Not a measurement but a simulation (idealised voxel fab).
The document below concerns the process module designated voxel fin reveal.
Shown is cross-section cut, with a width of 200 nm and square cells of size 5 nm.
A cross-section is written here as square cells arranged in a grid, and it is given in bands from the top down, each band taking up one or more rows of cells. Band entry format. Leading values: height of top, height of bottom, nm. Remainder: materials in left-to-right order, each with its width in nm. Special words: "edge to edge" on a single material, which then fills the band edge to edge; "air", empty space. Heights are measured from 0, the level below which the as-received wafer is all one material; the lowest band has no bottom and continues downward, written as in "0..down". Note: "30->40" means the width goes from the first number (top row of the band) to the second number (bottom row) in equal steps per row of cells. "stayed the same" means the step left every cell of the cross-section as it was. Look at "Sealed internal voids" for the closed voids: empty spaces with no open path to the top, sized 8 cells or up. Each is width x height at distance, distance from the left edge, all nm. It should be noted that, on the line of a given step, the content following the step's settings is a remark produced by the simulator itself with respect to that step. On any step carrying a mask, the "overlay nm" setting, if present on the step's line, tells how far right of its planned place the mask lay; negative values point to the left.
### Here's what the planned process steps look like
| 1 | RECEIVE | material Si |
| 2 | CONFORMAL_DEP | material SiN | thk nm 10 |
| 3 | MASKED_ETCH | tone cover | mask id FINS | width nm 15 | pitch nm 45 | etch materials SiN | depth nm 10 | overlay nm 0 |
| 4 | MASKED_ETCH | tone cover | mask id FINS | width nm 15 | pitch nm 45 | etch materials Si | depth nm 40 | overlay nm 0 |
| 5 | OXIDIZE | depth nm 5 |
| 6 | FILL_DEP | material SiO2 | thk nm 10 |
| 7 | CMP | height nm 10 |
| 8 | SELECTIVE_ETCH | etch materials SiO2 | depth nm 40 |
| 9 | STRIP | etch materials SiN |
### Incoming wafer in cross-section (state: after step 1)
> 0..down = Si edge to edge
> Sealed internal voids: none
### Here's the cross-section of the first of our two wafers at the end of the module - it ran as planned
> 0..-30 = air 75 nm  Si 5 nm  air 40 nm  Si 5 nm  air 75 nm
> -30..-45 = SiO2 75 nm  Si 5 nm  SiO2 40 nm  Si 5 nm  SiO2 75 nm
> -45..down = Si edge to edge
> Sealed internal voids: none
### Cross-sectional view of the second of two wafers upon completion of the module. This wafer shared its starting condition and process plan with the first; one error was made during its execution
> 0..-30 = air 75 nm  Si 5 nm  air 40 nm  Si 5 nm  air 75 nm
> -30..-40 = SiO2 30 nm  air 45 nm  Si 5 nm  air 40 nm  Si 5 nm  air 45 nm  SiO2 30 nm
> -40..-45 = SiO2 75 nm  Si 5 nm  SiO2 40 nm  Si 5 nm  SiO2 75 nm
> -45..down = Si edge to edge
> Sealed internal voids: none
Heads up, the wafer didn't run the way we planned it: the executed order of steps 8 and 9 is the reverse of that specified in the plan, each step having taken the other's position
Final difference in cells, second wafer against first, listed per material as more or fewer: SiO2: 52 fewer
